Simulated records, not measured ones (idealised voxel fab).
You're looking at the process module voxel air gaps.
Displayed cross-section: cut, width of 225 nm, square cells sized 5 nm.
If you're reading a cross-section in this doc, picture square cells in a grid; it comes to you as bands, top ones listed first down to the bottom, and a band can be one or more rows of cells. For a band, the entry starts with two heights in nm, that of the top and then that of the bottom, and carries on with the band's materials in order from left to right, each alongside its width in nm; the word "everywhere" beside a single material means it fills the band edge to edge, and "empty" means empty space. Note: height 0 marks the level under which the wafer is uniformly one material as received. Lowest band unbounded below, written "0..down". Top row gets the first number, bottom row gets the second, and each row in between changes by the same step: that is how a band width like "30->40" works. Step note "nothing different" = no cross-section cell changed. The list in "Closed void roster" covers empty spaces of 8 cells or more that cannot reach the top through any open way, and it gives each as width x height at distance; the distance is from the left edge, and width, height and distance are in nm. Note: text after step settings on the step line = simulator remark on that step. Among the settings permitted on a step's line is "overlay nm"; applied to a step with a mask, it specifies the extent to which the mask lay to the right of its planned position, whereas a negative figure signifies a position to the left.

THE FOLLOWING LIST GIVES THE PLANNED PROCESS STEPS
1) RECEIVE with material Si
2) CONFORMAL_DEP with material SiO2, thk nm 10
3) CONFORMAL_DEP with material SiCN, thk nm 5
4) DIRECTIONAL_DEP with material SiO2, thk nm 35
5) MASKED_ETCH with tone open, mask id LINES, width nm 15, pitch nm 40, etch materials SiO2, depth nm 35, overlay nm 0
6) CONFORMAL_DEP with material TiN, thk nm 5
7) FILL_DEP with material Cu, thk nm 5
8) CMP with height nm 50
9) EPI with material Ru, thk nm 10
10) SELECTIVE_ETCH with etch materials SiO2, depth nm 45
11) CONFORMAL_DEP with material SiCN, thk nm 5

FIRST WAFER, AS PLANNED

WAFER AS RECEIVED: CROSS-SECTION FOLLOWING STEP 1
	0..down | Si everywhere
	Closed void roster: none

AFTER STEP 2: WAFER CROSS-SECTION
	10..0 | SiO2 everywhere
	Below 0 it's all the same as before, nothing changed down there.

AFTER STEP 3: WAFER CROSS-SECTION
	15..10 | SiCN everywhere
	Below 10 it's all the same as before, nothing changed down there.

AFTER STEP 4: WAFER CROSS-SECTION
	50..15 | SiO2 everywhere
	Below 15 it's all the same as before, nothing changed down there.

AFTER STEP 5: WAFER CROSS-SECTION
	50..15 | SiO2 65 nm / empty 15 nm / SiO2 25 nm / empty 15 nm / SiO2 25 nm / empty 15 nm / SiO2 65 nm
	Below 15 it's all the same as before, nothing changed down there.

AFTER STEP 6: WAFER CROSS-SECTION
	55..50 | TiN 70 nm / empty 5 nm / TiN 35 nm / empty 5 nm / TiN 35 nm / empty 5 nm / TiN 70 nm
	50..20 | SiO2 65 nm / TiN 5 nm / empty 5 nm / TiN 5 nm / SiO2 25 nm / TiN 5 nm / empty 5 nm / TiN 5 nm / SiO2 25 nm / TiN 5 nm / empty 5 nm / TiN 5 nm / SiO2 65 nm
	20..15 | SiO2 65 nm / TiN 15 nm / SiO2 25 nm / TiN 15 nm / SiO2 25 nm / TiN 15 nm / SiO2 65 nm
	Below 15 it's all the same as before, nothing changed down there.

AFTER STEP 7: WAFER CROSS-SECTION
	60..55 | Cu everywhere
	55..50 | TiN 70 nm / Cu 5 nm / TiN 35 nm / Cu 5 nm / TiN 35 nm / Cu 5 nm / TiN 70 nm
	50..20 | SiO2 65 nm / TiN 5 nm / Cu 5 nm / TiN 5 nm / SiO2 25 nm / TiN 5 nm / Cu 5 nm / TiN 5 nm / SiO2 25 nm / TiN 5 nm / Cu 5 nm / TiN 5 nm / SiO2 65 nm
	Below 20 it's all the same as before, nothing changed down there.

AFTER STEP 8: WAFER CROSS-SECTION
	50..20 | SiO2 65 nm / TiN 5 nm / Cu 5 nm / TiN 5 nm / SiO2 25 nm / TiN 5 nm / Cu 5 nm / TiN 5 nm / SiO2 25 nm / TiN 5 nm / Cu 5 nm / TiN 5 nm / SiO2 65 nm
	Below 20 it's all the same as before, nothing changed down there.

AFTER STEP 9: WAFER CROSS-SECTION
	60..50 | empty 55 nm / Ru 35 nm / empty 5 nm / Ru 35 nm / empty 5 nm / Ru 35 nm / empty 55 nm
	Below 50 it's all the same as before, nothing changed down there.

AFTER STEP 10: WAFER CROSS-SECTION
	60..50 | empty 55 nm / Ru 35 nm / empty 5 nm / Ru 35 nm / empty 5 nm / Ru 35 nm / empty 55 nm
	50..20 | empty 65 nm / TiN 5 nm / Cu 5 nm / TiN 5 nm / empty 25 nm / TiN 5 nm / Cu 5 nm / TiN 5 nm / empty 25 nm / TiN 5 nm / Cu 5 nm / TiN 5 nm / empty 65 nm
	20..15 | empty 65 nm / TiN 15 nm / empty 25 nm / TiN 15 nm / empty 25 nm / TiN 15 nm / empty 65 nm
	Below 15 it's all the same as before, nothing changed down there.

AFTER STEP 11: WAFER CROSS-SECTION
	65..60 | empty 50 nm / SiCN 125 nm / empty 50 nm
	60..50 | empty 50 nm / SiCN 5 nm / Ru 35 nm / SiCN 5 nm / Ru 35 nm / SiCN 5 nm / Ru 35 nm / SiCN 5 nm / empty 50 nm
	50..45 | empty 50 nm / SiCN 15 nm / TiN 5 nm / Cu 5 nm / TiN 5 nm / SiCN 25 nm / TiN 5 nm / Cu 5 nm / TiN 5 nm / SiCN 25 nm / TiN 5 nm / Cu 5 nm / TiN 5 nm / SiCN 15 nm / empty 50 nm
	45..20 | empty 60 nm / SiCN 5 nm / TiN 5 nm / Cu 5 nm / TiN 5 nm / SiCN 5 nm / empty 15 nm / SiCN 5 nm / TiN 5 nm / Cu 5 nm / TiN 5 nm / SiCN 5 nm / empty 15 nm / SiCN 5 nm / TiN 5 nm / Cu 5 nm / TiN 5 nm / SiCN 5 nm / empty 60 nm
	20..15 | SiCN 65 nm / TiN 15 nm / SiCN 25 nm / TiN 15 nm / SiCN 25 nm / TiN 15 nm / SiCN 65 nm
	Below 15 it's all the same as before, nothing changed down there.
	Closed void roster: 15 x 25 at 85; 15 x 25 at 125

THE SECOND WAFER WAS PREPARED FROM THE SAME STARTING POINT AND UNDER THE SAME PLAN AS THE FIRST; ITS PROCESSING CONTAINED ONE MISTAKE, AND IT REMAINS INDISTINGUISHABLE FROM THE FIRST WAFER UP TO AND INCLUDING STEP 5

CROSS-SECTION, SECOND WAFER, AT THE END TIME THE PLAN GIVES FOR STEP 6
	55..50 | SiCN 70 nm / empty 5 nm / SiCN 35 nm / empty 5 nm / SiCN 35 nm / empty 5 nm / SiCN 70 nm
	50..20 | SiO2 65 nm / SiCN 5 nm / empty 5 nm / SiCN 5 nm / SiO2 25 nm / SiCN 5 nm / empty 5 nm / SiCN 5 nm / SiO2 25 nm / SiCN 5 nm / empty 5 nm / SiCN 5 nm / SiO2 65 nm
	20..15 | SiO2 65 nm / SiCN 15 nm / SiO2 25 nm / SiCN 15 nm / SiO2 25 nm / SiCN 15 nm / SiO2 65 nm
	Below 15 it's all the same as before, nothing changed down there.

CROSS-SECTION, SECOND WAFER, AT THE END TIME THE PLAN GIVES FOR STEP 7
	60..55 | Cu everywhere
	55..50 | SiCN 70 nm / Cu 5 nm / SiCN 35 nm / Cu 5 nm / SiCN 35 nm / Cu 5 nm / SiCN 70 nm
	50..20 | SiO2 65 nm / SiCN 5 nm / Cu 5 nm / SiCN 5 nm / SiO2 25 nm / SiCN 5 nm / Cu 5 nm / SiCN 5 nm / SiO2 25 nm / SiCN 5 nm / Cu 5 nm / SiCN 5 nm / SiO2 65 nm
	Below 20 it's all the same as before, nothing changed down there.

CROSS-SECTION, SECOND WAFER, AT THE END TIME THE PLAN GIVES FOR STEP 8
	50..20 | SiO2 65 nm / SiCN 5 nm / Cu 5 nm / SiCN 5 nm / SiO2 25 nm / SiCN 5 nm / Cu 5 nm / SiCN 5 nm / SiO2 25 nm / SiCN 5 nm / Cu 5 nm / SiCN 5 nm / SiO2 65 nm
	Below 20 it's all the same as before, nothing changed down there.

CROSS-SECTION, SECOND WAFER, AT THE END TIME THE PLAN GIVES FOR STEP 9
	60..50 | empty 60 nm / Ru 25 nm / empty 15 nm / Ru 25 nm / empty 15 nm / Ru 25 nm / empty 60 nm
	Below 50 it's all the same as before, nothing changed down there.

CROSS-SECTION, SECOND WAFER, AT THE END TIME THE PLAN GIVES FOR STEP 10
	60..50 | empty 60 nm / Ru 25 nm / empty 15 nm / Ru 25 nm / empty 15 nm / Ru 25 nm / empty 60 nm
	50..20 | empty 65 nm / SiCN 5 nm / Cu 5 nm / SiCN 5 nm / empty 25 nm / SiCN 5 nm / Cu 5 nm / SiCN 5 nm / empty 25 nm / SiCN 5 nm / Cu 5 nm / SiCN 5 nm / empty 65 nm
	20..15 | empty 65 nm / SiCN 15 nm / empty 25 nm / SiCN 15 nm / empty 25 nm / SiCN 15 nm / empty 65 nm
	Below 15 it's all the same as before, nothing changed down there.

CROSS-SECTION, SECOND WAFER, AT THE END TIME THE PLAN GIVES FOR STEP 11
	65..60 | empty 55 nm / SiCN 35 nm / empty 5 nm / SiCN 35 nm / empty 5 nm / SiCN 35 nm / empty 55 nm
	60..50 | empty 55 nm / SiCN 5 nm / Ru 25 nm / SiCN 5 nm / empty 5 nm / SiCN 5 nm / Ru 25 nm / SiCN 5 nm / empty 5 nm / SiCN 5 nm / Ru 25 nm / SiCN 5 nm / empty 55 nm
	50..45 | empty 55 nm / SiCN 15 nm / Cu 5 nm / SiCN 15 nm / empty 5 nm / SiCN 15 nm / Cu 5 nm / SiCN 15 nm / empty 5 nm / SiCN 15 nm / Cu 5 nm / SiCN 15 nm / empty 55 nm
	45..20 | empty 60 nm / SiCN 10 nm / Cu 5 nm / SiCN 10 nm / empty 15 nm / SiCN 10 nm / Cu 5 nm / SiCN 10 nm / empty 15 nm / SiCN 10 nm / Cu 5 nm / SiCN 10 nm / empty 60 nm
	20..10 | SiCN everywhere
	Below 10 it's all the same as before, nothing changed down there.
Diagnosis: planned and actual differ for step 6; actual: CONFORMAL_DEP with material SiCN, thk nm 5
In the final state, the cell counts of the second wafer exceed or fall short of those of the first for the following materials: Ru -12, SiCN +41, TiN -45
Ultimately, the number of closed voids is 2 in the first wafer and 0 in the second wafer.
